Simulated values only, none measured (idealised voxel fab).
This section sets out a process module, namely voxel self aligned contacts.
Cross-section cut: width 270 nm, square cells of 5 nm.
Bands, listed from the top down, are how a cross-section gets written in this document; the cross-section itself is a grid of square cells, and a band is one or more rows of them.
Heights first: top, then bottom, in nm. Then materials, left to right, each with a width in nm. "everywhere" on a single material: fills the band edge to edge. "empty": empty space.
A quick word on heights: they are counted from 0, and under that level the wafer as it came to us is one material throughout. The lowest band is different from the rest in having no bottom; it simply continues downward, written as in "0 -> down".
A two-number width, for instance "30->40", indicates that the width is equal to the first number in the top row of the band and to the second number in the bottom row, and that it changes by a constant amount per row of cells.
What does "no change occurred" mean for a step? It means no cell of the cross-section changed in that step.
Enclosed voids (no open way to top), threshold 8 cells or more, entry "Unvented voids", notation width x height at distance, distance from left edge, nm.
On a step's line, text after the settings is the simulator commenting on that step.
overlay nm: on a step with a mask, how far right of its planned place the mask lay; negative means left.
### Process steps (planned)
step 1: RECEIVE | material Si
step 2: CONFORMAL_DEP | material SiO2 | thk nm 5
step 3: DIRECTIONAL_DEP | material polySi | thk nm 20
step 4: DIRECTIONAL_DEP | material SiN | thk nm 20
step 5: DIRECTIONAL_DEP | material aC | thk nm 15
step 6: PATTERN | tone cover | mask id GATE | material resist | width nm 25 | pitch nm 65 | thk nm 30 | overlay nm 0
step 7: DIRECTIONAL_ETCH | etch materials aC | depth nm 15
step 8: STRIP | etch materials resist
step 9: DIRECTIONAL_ETCH | etch materials SiN | depth nm 20
step 10: DIRECTIONAL_ETCH | etch materials polySi | depth nm 20
step 11: STRIP | etch materials aC
step 12: CONFORMAL_DEP | material SiN | thk nm 10
step 13: DIRECTIONAL_ETCH | etch materials SiN | depth nm 10
step 14: FILL_DEP | material SiO2 | thk nm 15
step 15: CMP | height nm 55
step 16: MASKED_ETCH | tone open | mask id CONTACT | width nm 50 | pitch nm 65 | etch materials SiO2 | depth nm 55 | overlay nm 0
step 17: CONFORMAL_DEP | material TiN | thk nm 5
step 18: FILL_DEP | material W | thk nm 5
step 19: CMP | height nm 55
step 20: CONFORMAL_DEP | material SiCN | thk nm 5
### Cross-section, incoming material, after step 1
- 0 -> down = Si everywhere
- Unvented voids: none
### Cross-section, first of two wafers, end of module, run as planned
- 60 -> 55 = SiCN everywhere
- 55 -> 45 = SiO2 75 nm  TiN 5->20 nm  W 40->10 nm  TiN 5->20 nm  SiO2 15 nm  TiN 5->20 nm  W 40->10 nm  TiN 5->20 nm  SiO2 80 nm
- 45 -> 25 = SiO2 45 nm  SiN 45 nm  TiN 5 nm  W 10 nm  TiN 5 nm  SiN 45 nm  TiN 5 nm  W 10 nm  TiN 5 nm  SiN 45 nm  SiO2 50 nm
- 25 -> 5 = SiO2 45 nm  SiN 10 nm  polySi 25 nm  SiN 10 nm  TiN 5 nm  W 10 nm  TiN 5 nm  SiN 10 nm  polySi 25 nm  SiN 10 nm  TiN 5 nm  W 10 nm  TiN 5 nm  SiN 10 nm  polySi 25 nm  SiN 10 nm  SiO2 50 nm
- 5 -> 0 = SiO2 90 nm  TiN 20 nm  SiO2 45 nm  TiN 20 nm  SiO2 95 nm
- 0 -> down = Si everywhere
- Unvented voids: none
### Cross-section of the latter of the two wafers at module completion. It had an identical start and an identical plan to the former; in running it, one mistake was made
- 60 -> 55 = SiCN everywhere
- 55 -> 50 = SiO2 75 nm  TiN 5 nm  W 40 nm  TiN 5 nm  SiO2 15 nm  TiN 5 nm  W 40 nm  TiN 5 nm  SiO2 80 nm
- 50 -> 45 = SiO2 75 nm  TiN 50 nm  SiO2 15 nm  TiN 50 nm  SiO2 80 nm
- 45 -> 25 = W everywhere
- 25 -> 5 = polySi everywhere
- 5 -> 0 = SiO2 everywhere
- 0 -> down = Si everywhere
- Unvented voids: none
What was the processing mistake? planned and actual differ for step 4; actual: DIRECTIONAL_DEP | material W | thk nm 20
The final cell counts differ between the wafers, with the second having more or fewer of some materials than the first: 156 fewer of SiN; 144 fewer of SiO2; 36 fewer of TiN; 180 more of W; 156 more of polySi
